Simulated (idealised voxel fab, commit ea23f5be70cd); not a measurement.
Name of the process module below: voxel tone inversion
Square cell edge 5 nm, section width 280 nm, ID cut.
Cross-section spec: square-cell grid; bands listed top down; each band is one or more rows.
Read a band's entry like this: the first values are the height of its top and the height of its bottom in nm, and what follows is the sequence of materials from left to right, each with its width in nm. Note that "air" is empty space, and that a single material marked "edge to edge" reaches across the band from edge to edge.
Height is counted from the level 0, under which the received wafer is composed throughout of one material. The lowest of the bands is not closed at the bottom but continues downward, in the notation "0 -> down".
Note: "30->40" means the width goes from the first number (top row of the band) to the second number (bottom row) in equal steps per row of cells.
A step reported as "nothing got changed" is a step in which no cell of the cross-section changed.
In "Encapsulated voids" the enclosed voids are listed, meaning empty spaces of 8 cells or larger without any opening to the top. The form is width x height at distance, distance from the left edge, units nm.
Heads up: the bit after the settings on a step's line is the simulator's remark on that step.
The optional step-line setting "overlay nm" applies to steps with a mask and quantifies how far to the right of its planned location the mask lay, a negative value indicating leftward placement.
-- These are the steps we planned for the process
step 1: RECEIVE | material Si
step 2: CONFORMAL_DEP | material SiCN | thk nm 10
step 3: DIRECTIONAL_DEP | material aC | thk nm 15
step 4: PATTERN | tone cover | mask id POSTS | material resist | width nm 20 | pitch nm 40 | thk nm 25 | overlay nm 0
step 5: DIRECTIONAL_ETCH | etch materials aC | depth nm 15
step 6: STRIP | etch materials resist
step 7: FILL_DEP | material SiO2 | thk nm 5
step 8: CMP | height nm 25
step 9: STRIP | etch materials aC
step 10: CONFORMAL_DEP | material TiN | thk nm 5
step 11: FILL_DEP | material Ru | thk nm 10
step 12: CMP | height nm 25
step 13: CONFORMAL_DEP | material SiN | thk nm 5
-- Incoming wafer, cross-sectional view, post step 1
    0 -> down: Si edge to edge
    Encapsulated voids: none
-- Cross-section, first of two wafers, end of module, run as planned
    30 -> 25: SiN edge to edge
    25 -> 15: 70 SiO2 / 5 TiN / 10 Ru / 5 TiN / 20 SiO2 / 5 TiN / 10 Ru / 5 TiN / 20 SiO2 / 5 TiN / 10 Ru / 5 TiN / 20 SiO2 / 5 TiN / 10 Ru / 5 TiN / 70 SiO2
    15 -> 10: 70 SiO2 / 20 TiN / 20 SiO2 / 20 TiN / 20 SiO2 / 20 TiN / 20 SiO2 / 20 TiN / 70 SiO2
    10 -> 0: SiCN edge to edge
    0 -> down: Si edge to edge
    Encapsulated voids: none
-- Cross-sectional image of the second wafer of the two following completion of the module. Starting state and process plan were the same as for the first wafer; one execution error occurred
    30 -> 25: SiN edge to edge
    25 -> 15: 80 SiO2 / 5 TiN / 10 Ru / 5 TiN / 20 SiO2 / 5 TiN / 10 Ru / 5 TiN / 20 SiO2 / 5 TiN / 10 Ru / 5 TiN / 20 SiO2 / 5 TiN / 10 Ru / 5 TiN / 60 SiO2
    15 -> 10: 80 SiO2 / 20 TiN / 20 SiO2 / 20 TiN / 20 SiO2 / 20 TiN / 20 SiO2 / 20 TiN / 60 SiO2
    10 -> 0: SiCN edge to edge
    0 -> down: Si edge to edge
    Encapsulated voids: none
Against the plan, the run slipped here: planned and actual differ for step 4; actual: PATTERN | tone cover | mask id POSTS | material resist | width nm 20 | pitch nm 40 | thk nm 25 | overlay nm 10
Comparing end states, the material composition by cell count is preserved from the first wafer to the second, while the locations of the cells are not.
